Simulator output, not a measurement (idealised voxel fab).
Process module under the name voxel transistor to metal
Xsec cut, 205 nm wide, square cell size 5 nm.
In what follows, cross-sections appear as grids of square cells, described through bands that run from the top down, where every band is one or more rows of cells.
For a band, the entry starts with two heights in nm, that of the top and then that of the bottom, and carries on with the band's materials in order from left to right, each alongside its width in nm; the word "everywhere" beside a single material means it fills the band edge to edge, and "air" means empty space.
Height is counted from the level 0, under which the received wafer is composed throughout of one material. The lowest of the bands is not closed at the bottom but continues downward, in the notation "0 down".
Width: "30 to 40" (first number = top row, second number = bottom row, same change from row to row of cells).
The cross-section has no changed cell in any step marked "all unchanged".
In "Enclosed internal cavities" the enclosed voids are listed, meaning empty spaces of 8 cells or larger without any opening to the top. The form is width x height at distance, distance from the left edge, units nm.
On a step's line, text after the settings is the simulator commenting on that step.
overlay nm: where the mask lay relative to plan, measured to the right, on steps with a mask; negatives go left.
## Intended process steps
1,RECEIVE (material Si)
2,CONFORMAL_DEP (material SiO2; thk nm 5)
3,CONFORMAL_DEP (material SiN; thk nm 15)
4,MASKED_ETCH (tone cover; mask id ACTIVE; width nm 95; etch materials SiN; depth nm 15; overlay nm 0)
5,MASKED_ETCH (tone cover; mask id ACTIVE; width nm 95; etch materials SiO2; depth nm 5; overlay nm 0)
6,MASKED_ETCH (tone cover; mask id ACTIVE; width nm 95; etch materials Si; depth nm 25; overlay nm 0)
7,FILL_DEP (material SiO2; thk nm 15)
8,CMP (height nm 20)
9,SELECTIVE_ETCH (etch materials SiO2; depth nm 15)
10,STRIP (etch materials SiN)
11,SELECTIVE_ETCH (etch materials SiO2; depth nm 5)
12,OXIDIZE (depth nm 5)
13,DIRECTIONAL_DEP (material polySi; thk nm 30)
14,DIRECTIONAL_DEP (material SiCN; thk nm 15)
15,DIRECTIONAL_DEP (material aC; thk nm 15)
16,PATTERN (tone cover; mask id GATE; material resist; width nm 15; thk nm 35; overlay nm 0)
17,DIRECTIONAL_ETCH (etch materials aC; depth nm 15)
18,STRIP (etch materials resist)
19,DIRECTIONAL_ETCH (etch materials SiCN; depth nm 25)
20,DIRECTIONAL_ETCH (etch materials polySi; depth nm 40)
21,STRIP (etch materials aC)
22,CONFORMAL_DEP (material SiN; thk nm 5)
23,DIRECTIONAL_ETCH (etch materials SiN; depth nm 5)
24,DIRECTIONAL_ETCH (etch materials SiO2; depth nm 5)
25,DIRECTIONAL_ETCH (etch materials Si; depth nm 15)
26,EPI (material pSi; thk nm 20)
27,FILL_DEP (material SiO2; thk nm 5)
28,CMP (height nm 45)
29,DIRECTIONAL_DEP (material SiO2; thk nm 15)
30,PATTERN (tone open; mask id CONTACT; material resist; width nm 20; pitch nm 65; thk nm 15; overlay nm 0)
31,DIRECTIONAL_ETCH (etch materials SiO2; depth nm 60)
32,STRIP (etch materials resist)
33,CONFORMAL_DEP (material TiN; thk nm 5)
34,FILL_DEP (material W; thk nm 10)
35,CMP (height nm 60)
36,CONFORMAL_DEP (material SiCN; thk nm 5)
37,DIRECTIONAL_DEP (material lowk; thk nm 20)
38,MASKED_ETCH (tone open; mask id METAL_1; width nm 20; pitch nm 65; etch materials lowk; depth nm 20; overlay nm 0)
39,MASKED_ETCH (tone open; mask id METAL_1; width nm 20; pitch nm 65; etch materials SiCN; depth nm 5; overlay nm 0)
40,CONFORMAL_DEP (material TiN; thk nm 5)
41,FILL_DEP (material Cu; thk nm 5)
42,CMP (height nm 85)
43,CONFORMAL_DEP (material SiCN; thk nm 5)
44,DIRECTIONAL_DEP (material SiO2; thk nm 30)
45,PATTERN (tone open; mask id METAL_2_HOLES; material resist; width nm 15; pitch nm 65; thk nm 15; overlay nm 0)
46,DIRECTIONAL_ETCH (etch materials SiO2; depth nm 30)
47,STRIP (etch materials resist)
48,MASKED_ETCH (tone open; mask id METAL_2; width nm 20; pitch nm 65; etch materials SiO2; depth nm 15; overlay nm 0)
49,MASKED_ETCH (tone open; mask id METAL_2; width nm 20; pitch nm 65; etch materials SiCN; depth nm 5; overlay nm 0)
50,CONFORMAL_DEP (material TiN; thk nm 5)
51,FILL_DEP (material Cu; thk nm 10)
52,CMP (height nm 120)
53,CONFORMAL_DEP (material SiCN; thk nm 5)
## Wafer at receipt (post step 1), cross-section
    0 down: Si everywhere
    Enclosed internal cavities: none
## End state of the module in cross-section, given the above starting point and plan and one mistake in execution
    125 to 120: SiCN everywhere
    120 to 110: SiO2 (60), TiN (5), Cu (10), TiN (5), SiO2 (45), TiN (5), Cu (10), TiN (5), SiO2 (60)
    110 to 105: SiO2 (60), TiN (5), Cu (5), TiN (10), SiO2 (45), TiN (5), Cu (5), TiN (10), SiO2 (60)
    105 to 90: SiO2 (60), TiN (5), Cu (5), TiN (5), SiO2 (50), TiN (5), Cu (5), TiN (5), SiO2 (65)
    90 to 85: SiCN (60), TiN (15), SiCN (50), TiN (15), SiCN (65)
    85 to 65: lowk (60), TiN (5), Cu (10), TiN (5), lowk (45), TiN (5), Cu (10), TiN (5), lowk (60)
    65 to 60: SiCN (60), TiN (20), SiCN (45), TiN (20), SiCN (60)
    60 to 45: SiO2 (50), TiN (5), W (10), TiN (5), SiO2 (45), TiN (5), W (10), TiN (5), SiO2 (70)
    45 to 30: SiO2 (50), TiN (5), W (10), TiN (5), SiO2 (20), SiN (5), SiCN (15), SiN (5), TiN (5), W (10), TiN (5), SiO2 (70)
    30 to 20: SiO2 (50), TiN (5), W (10), TiN (5), SiO2 (20), SiN (5), polySi (15), SiN (5), TiN (5), W (10), TiN (5), SiO2 (70)
    20 to 15: SiO2 (50), TiN (5), W (10), TiN (5), SiO2 (20), SiN (5), polySi (15), SiN (5), TiN (20), SiO2 (70)
    15 to 5: SiO2 (50), TiN (5), W (10), TiN (5), pSi (20), SiN (5), polySi (15), SiN (5), pSi (20), SiO2 (70)
    5 to 0: SiO2 (50), TiN (20), pSi (20), SiN (5), polySi (15), SiN (5), pSi (20), SiO2 (70)
    0 to -5: SiO2 (50), pSi (40), SiO2 (25), pSi (40), SiO2 (50)
    -5 to -20: SiO2 (55), pSi (35), Si (25), pSi (35), SiO2 (55)
    -20 to -25: SiO2 (55), Si (95), SiO2 (55)
    -25 down: Si everywhere
    Enclosed internal cavities: none
Where did the run depart from the plan? the process deviated at step 30: the operation and settings actually run there were PATTERN (tone open; mask id CONTACT; material resist; width nm 20; pitch nm 65; thk nm 15; overlay nm -10)
